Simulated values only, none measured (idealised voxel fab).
Title: Process Module voxel ribs on slabs
Cross-section cut spans 260 nm and uses square cells 5 nm in size.
Cross-section, as written here: a square-cell grid given band by band from the top down, where a band holds one or more rows of cells.
Read a band's entry like this: the first values are the height of its top and the height of its bottom in nm, and what follows is the sequence of materials from left to right, each with its width in nm. Note that "empty" is empty space, and that a single material marked "full width" reaches across the band from edge to edge.
Zero point of the height axis is 0; under it, received wafer = one material. Lowest band: continues down indefinitely, "z 0 and below".
You'd read "30..40" like this: the band's top row of cells is as wide as the first number, its bottom row is as wide as the second, and going down, every row changes width by the same amount as the row before did.
You'll sometimes find "no alteration" written for a step, and that's the way of saying that nowhere in the cross-section did a cell change during that step.
"Closed void listing" means: voids of 8 cells or more that are shut off from the top with no open way through. Written width x height at distance, distance from the left edge, in nm.
Note: text after step settings on the step line = simulator remark on that step.
"overlay nm", when on a step's line for a step with a mask, measures how far to the right of its planned place the mask lay; a negative measure means to the left.
# List of planned process steps
1. RECEIVE with material Si
2. DIRECTIONAL_DEP with material SiO2, thk nm 20
3. DIRECTIONAL_DEP with material SiN, thk nm 25
4. DIRECTIONAL_DEP with material aC, thk nm 10
5. PATTERN with tone cover, mask id RIB, material resist, width nm 20, thk nm 25, overlay nm 0
6. DIRECTIONAL_ETCH with etch materials aC, depth nm 10
7. STRIP with etch materials resist
8. DIRECTIONAL_ETCH with etch materials SiN, depth nm 5
9. STRIP with etch materials aC
10. MASKED_ETCH with tone cover, mask id SLAB, width nm 50, etch materials SiN, depth nm 20, overlay nm 0
11. FILL_DEP with material SiO2, thk nm 15
12. CMP with height nm 55
13. DIRECTIONAL_DEP with material W, thk nm 5
14. PATTERN with tone cover, mask id HEATER, material resist, width nm 30, thk nm 15, overlay nm 0
15. DIRECTIONAL_ETCH with etch materials W, depth nm 5
16. STRIP with etch materials resist
17. CONFORMAL_DEP with material SiO2, thk nm 10
Don't read the plan's width nm for step 10 as applying to every wafer: that's the first wafer's value, and the wafers differ in it, though they all start identical.
# Cross-section: the first of several wafers in its as-received state, i.e. following step 1
  z 0 and below | Si full width
  Closed void listing: none
# For your reference, the table is organized with a row per wafer; each row reflects the wafer at the end of the module, indicating for each material the cells gained (+) or lost (-) since receipt, and thereafter its closed voids
width nm 50, +44 SiN, +636 SiO2, +6 W, Closed void listing: none
width nm 55, +48 SiN, +632 SiO2, +6 W, Closed void listing: none
width nm 60, +52 SiN, +628 SiO2, +6 W, Closed void listing: none
width nm 65, +56 SiN, +624 SiO2, +6 W, Closed void listing: none
width nm 70, +60 SiN, +620 SiO2, +6 W, Closed void listing: none
width nm 75, +64 SiN, +616 SiO2, +6 W, Closed void listing: none
